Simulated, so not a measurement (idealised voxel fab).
The document below concerns the process module designated voxel fin reveal.
The cross-section on display is named cut; it measures 290 nm wide, and its cells are 5 nm squares.
The cross-sections in this document take the form of a grid made of square cells. They are written out as bands, in order from top to bottom. Each band consists of one or more rows of cells.
Basically the band line says how high the top is and how high the bottom is, in nm, and then what's in it from left to right, every material with its width in nm. Empty space shows up as "empty", and if a single material carries "all across" it runs the full band edge to edge.
For the purposes of this specification, 0 denotes the height below which the wafer in its as-received condition is composed wholly of one material, and the lowermost band, lacking a lower limit, extends downward without end, as expressed in "0 nm and below".
A width such as "30->40" changes by the same amount from each row of cells to the next, from the band's top row to its bottom row.
"remained unchanged" means the step left every cell of the cross-section as it was.
Under "Closed voids list" you'll find the enclosed gaps, the ones with no way out to the top, that are 8 cells or bigger; each reads width x height at distance, with distance counted from the left edge, everything in nm.
Whatever follows a step's settings on its line is a remark the simulator itself makes about that step.
Steps that use a mask can have "overlay nm" on their line. It says how far the mask sat to the right of where it was meant to be. Negative means to the left.
Pairs from here to the end. Each: cross-section before one process step, cross-section after it, the latter only as far down as the lowest band that changed. Under each: the step between, and its settings. Mind that the pairs may be taken from different runs of this module on the same starting wafer; whether a pair continues from the pair above depends on its entry headed "Snapshot before", and it does only where that entry says so.
# Snapshot before
	0 nm and below | Si all across
	Closed voids list: none
# Cut View, Post-Step
	5 nm to 0 nm | SiN all across
	No changes below 0.
	Closed voids list: none
Step lying between the two cross-sections just above: CONFORMAL_DEP (material SiN; thk nm 5)
Snapshot before: The structure entering this step is exactly what the pair just above shows after its step.
# Cut View, Post-Step
	5 nm to 0 nm | 70 nm empty; 15 nm SiN; 30 nm empty; 15 nm SiN; 30 nm empty; 15 nm SiN; 30 nm empty; 15 nm SiN; 70 nm empty
	No changes below 0.
	Closed voids list: none
Step lying between the two cross-sections just above: MASKED_ETCH (tone cover; mask id FINS; width nm 15; pitch nm 45; etch materials SiN; depth nm 5; overlay nm 0)
Snapshot before: The structure entering this step is exactly what the pair just above shows after its step.
# Cut View, Post-Step
	5 nm to 0 nm | 70 nm empty; 15 nm SiN; 30 nm empty; 15 nm SiN; 30 nm empty; 15 nm SiN; 30 nm empty; 15 nm SiN; 70 nm empty
	0 nm to -40 nm | 70 nm empty; 15 nm Si; 30 nm empty; 15 nm Si; 30 nm empty; 15 nm Si; 30 nm empty; 15 nm Si; 70 nm empty
	No changes below -40.
	Closed voids list: none
Step lying between the two cross-sections just above: MASKED_ETCH (tone cover; mask id FINS; width nm 15; pitch nm 45; etch materials Si; depth nm 40; overlay nm 0)
Snapshot before: The structure entering this step is exactly what the pair just above shows after its step.
# Cut View, Post-Step
	15 nm to 5 nm | SiO2 all across
	5 nm to 0 nm | 70 nm SiO2; 15 nm SiN; 30 nm SiO2; 15 nm SiN; 30 nm SiO2; 15 nm SiN; 30 nm SiO2; 15 nm SiN; 70 nm SiO2
	0 nm to -40 nm | 70 nm SiO2; 15 nm Si; 30 nm SiO2; 15 nm Si; 30 nm SiO2; 15 nm Si; 30 nm SiO2; 15 nm Si; 70 nm SiO2
	No changes below -40.
	Closed voids list: none
Step lying between the two cross-sections just above: FILL_DEP (material SiO2; thk nm 10)
Snapshot before: The structure entering this step is exactly what the pair just above shows after its step.
# Cut View, Post-Step
	5 nm to 0 nm | 70 nm SiO2; 15 nm SiN; 30 nm SiO2; 15 nm SiN; 30 nm SiO2; 15 nm SiN; 30 nm SiO2; 15 nm SiN; 70 nm SiO2
	No changes below 0.
	Closed voids list: none
Step lying between the two cross-sections just above: CMP (height nm 5)
Snapshot before: The structure entering this step is exactly what the pair just above shows after its step.
# Cut View, Post-Step
	5 nm to 0 nm | 70 nm empty; 15 nm SiN; 30 nm empty; 15 nm SiN; 30 nm empty; 15 nm SiN; 30 nm empty; 15 nm SiN; 70 nm empty
	0 nm to -15 nm | 70 nm empty; 15 nm Si; 30 nm empty; 15 nm Si; 30 nm empty; 15 nm Si; 30 nm empty; 15 nm Si; 70 nm empty
	No changes below -15.
	Closed voids list: none
Step lying between the two cross-sections just above: SELECTIVE_ETCH (etch materials SiO2; depth nm 20)
Snapshot before: The structure entering this step is exactly what the pair just above shows after its step.
# Cut View, Post-Step
	0 nm to -15 nm | 70 nm empty; 15 nm Si; 30 nm empty; 15 nm Si; 30 nm empty; 15 nm Si; 30 nm empty; 15 nm Si; 70 nm empty
	No changes below -15.
	Closed voids list: none
Step lying between the two cross-sections just above: STRIP (etch materials SiN)
Snapshot before: The structure entering this step is exactly what the pair just above shows after its step.
# Cut View, Post-Step
	5 nm to 0 nm | 65 nm empty; 25 nm HfO2; 20 nm empty; 25 nm HfO2; 20 nm empty; 25 nm HfO2; 20 nm empty; 25 nm HfO2; 65 nm empty
	0 nm to -10 nm | 65 nm empty; 5 nm HfO2; 15 nm Si; 5 nm HfO2; 20 nm empty; 5 nm HfO2; 15 nm Si; 5 nm HfO2; 20 nm empty; 5 nm HfO2; 15 nm Si; 5 nm HfO2; 20 nm empty; 5 nm HfO2; 15 nm Si; 5 nm HfO2; 65 nm empty
	-10 nm to -15 nm | 70 nm HfO2; 15 nm Si; 30 nm HfO2; 15 nm Si; 30 nm HfO2; 15 nm Si; 30 nm HfO2; 15 nm Si; 70 nm HfO2
	No changes below -15.
	Closed voids list: none
Step lying between the two cross-sections just above: CONFORMAL_DEP (material HfO2; thk nm 5)
# Snapshot before
	5 nm to 0 nm | 70 nm empty; 15 nm SiN; 30 nm empty; 15 nm SiN; 30 nm empty; 15 nm SiN; 30 nm empty; 15 nm SiN; 70 nm empty
	0 nm to -15 nm | 70 nm empty; 15 nm Si; 30 nm empty; 15 nm Si; 30 nm empty; 15 nm Si; 30 nm empty; 15 nm Si; 70 nm empty
	-15 nm to -40 nm | 70 nm SiO2; 15 nm Si; 30 nm SiO2; 15 nm Si; 30 nm SiO2; 15 nm Si; 30 nm SiO2; 15 nm Si; 70 nm SiO2
	-40 nm and below | Si all across
	Closed voids list: none
# Cut View, Post-Step
	5 nm to 0 nm | 70 nm empty; 15 nm SiN; 30 nm empty; 15 nm SiN; 30 nm empty; 15 nm SiN; 30 nm empty; 15 nm SiN; 70 nm empty
	0 nm to -35 nm | 70 nm empty; 15 nm Si; 30 nm empty; 15 nm Si; 30 nm empty; 15 nm Si; 30 nm empty; 15 nm Si; 70 nm empty
	No changes below -35.
	Closed voids list: none
Step lying between the two cross-sections just above: SELECTIVE_ETCH (etch materials SiO2; depth nm 20)
Snapshot before: The structure entering this step is exactly what the pair just above shows after its step.
# Cut View, Post-Step
	0 nm to -35 nm | 70 nm empty; 15 nm Si; 30 nm empty; 15 nm Si; 30 nm empty; 15 nm Si; 30 nm empty; 15 nm Si; 70 nm empty
	No changes below -35.
	Closed voids list: none
Step lying between the two cross-sections just above: STRIP (etch materials SiN)
Snapshot before: The structure entering this step is exactly what the pair just above shows after its step.
# Cut View, Post-Step
	5 nm to 0 nm | 65 nm empty; 25 nm HfO2; 20 nm empty; 25 nm HfO2; 20 nm empty; 25 nm HfO2; 20 nm empty; 25 nm HfO2; 65 nm empty
	0 nm to -30 nm | 65 nm empty; 5 nm HfO2; 15 nm Si; 5 nm HfO2; 20 nm empty; 5 nm HfO2; 15 nm Si; 5 nm HfO2; 20 nm empty; 5 nm HfO2; 15 nm Si; 5 nm HfO2; 20 nm empty; 5 nm HfO2; 15 nm Si; 5 nm HfO2; 65 nm empty
	-30 nm to -35 nm | 70 nm HfO2; 15 nm Si; 30 nm HfO2; 15 nm Si; 30 nm HfO2; 15 nm Si; 30 nm HfO2; 15 nm Si; 70 nm HfO2
	No changes below -35.
	Closed voids list: none
Step lying between the two cross-sections just above: CONFORMAL_DEP (material HfO2; thk nm 5)
# Snapshot before
	5 nm to 0 nm | 70 nm SiO2; 15 nm SiN; 30 nm SiO2; 15 nm SiN; 30 nm SiO2; 15 nm SiN; 30 nm SiO2; 15 nm SiN; 70 nm SiO2
	0 nm to -40 nm | 70 nm SiO2; 15 nm Si; 30 nm SiO2; 15 nm Si; 30 nm SiO2; 15 nm Si; 30 nm SiO2; 15 nm Si; 70 nm SiO2
	-40 nm and below | Si all across
	Closed voids list: none
# Cut View, Post-Step
	5 nm to 0 nm | 70 nm SiO2; 15 nm empty; 30 nm SiO2; 15 nm empty; 30 nm SiO2; 15 nm empty; 30 nm SiO2; 15 nm empty; 70 nm SiO2
	No changes below 0.
	Closed voids list: none
Step lying between the two cross-sections just above: STRIP (etch materials SiN)
Snapshot before: The structure entering this step is exactly what the pair just above shows after its step.
# Cut View, Post-Step
	0 nm to -15 nm | 70 nm empty; 15 nm Si; 30 nm empty; 15 nm Si; 30 nm empty; 15 nm Si; 30 nm empty; 15 nm Si; 70 nm empty
	-15 nm to -20 nm | 50 nm SiO2; 20 nm empty; 15 nm Si; 30 nm empty; 15 nm Si; 30 nm empty; 15 nm Si; 30 nm empty; 15 nm Si; 20 nm empty; 50 nm SiO2
	No changes below -20.
	Closed voids list: none
Step lying between the two cross-sections just above: SELECTIVE_ETCH (etch materials SiO2; depth nm 20)
Snapshot before: The structure entering this step is exactly what the pair just above shows after its step.
# Cut View, Post-Step
	5 nm to 0 nm | 65 nm empty; 25 nm HfO2; 20 nm empty; 25 nm HfO2; 20 nm empty; 25 nm HfO2; 20 nm empty; 25 nm HfO2; 65 nm empty
	0 nm to -10 nm | 65 nm empty; 5 nm HfO2; 15 nm Si; 5 nm HfO2; 20 nm empty; 5 nm HfO2; 15 nm Si; 5 nm HfO2; 20 nm empty; 5 nm HfO2; 15 nm Si; 5 nm HfO2; 20 nm empty; 5 nm HfO2; 15 nm Si; 5 nm HfO2; 65 nm empty
	-10 nm to -15 nm | 55 nm HfO2; 10 nm empty; 5 nm HfO2; 15 nm Si; 5 nm HfO2; 20 nm empty; 5 nm HfO2; 15 nm Si; 5 nm HfO2; 20 nm empty; 5 nm HfO2; 15 nm Si; 5 nm HfO2; 20 nm empty; 5 nm HfO2; 15 nm Si; 5 nm HfO2; 10 nm empty; 55 nm HfO2
	-15 nm to -20 nm | 50 nm SiO2; 20 nm HfO2; 15 nm Si; 30 nm HfO2; 15 nm Si; 30 nm HfO2; 15 nm Si; 30 nm HfO2; 15 nm Si; 20 nm HfO2; 50 nm SiO2
	No changes below -20.
	Closed voids list: none
Step lying between the two cross-sections just above: CONFORMAL_DEP (material HfO2; thk nm 5)
# Snapshot before
	5 nm to 0 nm | 70 nm empty; 15 nm SiN; 30 nm empty; 15 nm SiN; 30 nm empty; 15 nm SiN; 30 nm empty; 15 nm SiN; 70 nm empty
	0 nm and below | Si all across
	Closed voids list: none
# Cut View, Post-Step
	5 nm to 0 nm | 70 nm empty; 15 nm SiN; 30 nm empty; 15 nm SiN; 30 nm empty; 15 nm SiN; 30 nm empty; 15 nm SiN; 70 nm empty
	0 nm to -35 nm | 70 nm empty; 15 nm Si; 30 nm empty; 15 nm Si; 30 nm empty; 15 nm Si; 30 nm empty; 15 nm Si; 70 nm empty
	No changes below -35.
	Closed voids list: none
Step lying between the two cross-sections just above: MASKED_ETCH (tone cover; mask id FINS; width nm 15; pitch nm 45; etch materials Si; depth nm 35; overlay nm 0)
Snapshot before: The structure entering this step is exactly what the pair just above shows after its step.
# Cut View, Post-Step
	15 nm to 5 nm | SiO2 all across
	5 nm to 0 nm | 70 nm SiO2; 15 nm SiN; 30 nm SiO2; 15 nm SiN; 30 nm SiO2; 15 nm SiN; 30 nm SiO2; 15 nm SiN; 70 nm SiO2
	0 nm to -35 nm | 70 nm SiO2; 15 nm Si; 30 nm SiO2; 15 nm Si; 30 nm SiO2; 15 nm Si; 30 nm SiO2; 15 nm Si; 70 nm SiO2
	No changes below -35.
	Closed voids list: none
Step lying between the two cross-sections just above: FILL_DEP (material SiO2; thk nm 10)
Snapshot before: The structure entering this step is exactly what the pair just above shows after its step.
# Cut View, Post-Step
	5 nm to 0 nm | 70 nm SiO2; 15 nm SiN; 30 nm SiO2; 15 nm SiN; 30 nm SiO2; 15 nm SiN; 30 nm SiO2; 15 nm SiN; 70 nm SiO2
	No changes below 0.
	Closed voids list: none
Step lying between the two cross-sections just above: CMP (height nm 5)
Snapshot before: The structure entering this step is exactly what the pair just above shows after its step.
# Cut View, Post-Step
	5 nm to 0 nm | 70 nm empty; 15 nm SiN; 30 nm empty; 15 nm SiN; 30 nm empty; 15 nm SiN; 30 nm empty; 15 nm SiN; 70 nm empty
	0 nm to -15 nm | 70 nm empty; 15 nm Si; 30 nm empty; 15 nm Si; 30 nm empty; 15 nm Si; 30 nm empty; 15 nm Si; 70 nm empty
	No changes below -15.
	Closed voids list: none
Step lying between the two cross-sections just above: SELECTIVE_ETCH (etch materials SiO2; depth nm 20)
Snapshot before: The structure entering this step is exactly what the pair just above shows after its step.
# Cut View, Post-Step
	0 nm to -15 nm | 70 nm empty; 15 nm Si; 30 nm empty; 15 nm Si; 30 nm empty; 15 nm Si; 30 nm empty; 15 nm Si; 70 nm empty
	No changes below -15.
	Closed voids list: none
Step lying between the two cross-sections just above: STRIP (etch materials SiN)
Snapshot before: The structure entering this step is exactly what the pair just above shows after its step.
# Cut View, Post-Step
	5 nm to 0 nm | 65 nm empty; 25 nm HfO2; 20 nm empty; 25 nm HfO2; 20 nm empty; 25 nm HfO2; 20 nm empty; 25 nm HfO2; 65 nm empty
	0 nm to -10 nm | 65 nm empty; 5 nm HfO2; 15 nm Si; 5 nm HfO2; 20 nm empty; 5 nm HfO2; 15 nm Si; 5 nm HfO2; 20 nm empty; 5 nm HfO2; 15 nm Si; 5 nm HfO2; 20 nm empty; 5 nm HfO2; 15 nm Si; 5 nm HfO2; 65 nm empty
	-10 nm to -15 nm | 70 nm HfO2; 15 nm Si; 30 nm HfO2; 15 nm Si; 30 nm HfO2; 15 nm Si; 30 nm HfO2; 15 nm Si; 70 nm HfO2
	No changes below -15.
	Closed voids list: none
Step lying between the two cross-sections just above: CONFORMAL_DEP (material HfO2; thk nm 5)
# Snapshot before
	0 nm and below | Si all across
	Closed voids list: none
# Cut View, Post-Step
	5 nm to 0 nm | HfO2 all across
	No changes below 0.
	Closed voids list: none
Step lying between the two cross-sections just above: CONFORMAL_DEP (material HfO2; thk nm 5)
Snapshot before: The structure entering this step is exactly what the pair just above shows after its step.
# Cut View, Post-Step
	15 nm to 5 nm | SiO2 all across
	No changes below 5.
	Closed voids list: none
Step lying between the two cross-sections just above: FILL_DEP (material SiO2; thk nm 10)
Snapshot before: The structure entering this step is exactly what the pair just above shows after its step.
# Cut View, Post-Step
	5 nm to 0 nm | HfO2 all across
	No changes below 0.
	Closed voids list: none
Step lying between the two cross-sections just above: CMP (height nm 5)
Snapshot before: The structure entering this step is exactly what the pair just above shows after its step.
# Cut View, Post-Step
	10 nm to 0 nm | HfO2 all across
	No changes below 0.
	Closed voids list: none
Step lying between the two cross-sections just above: CONFORMAL_DEP (material HfO2; thk nm 5)
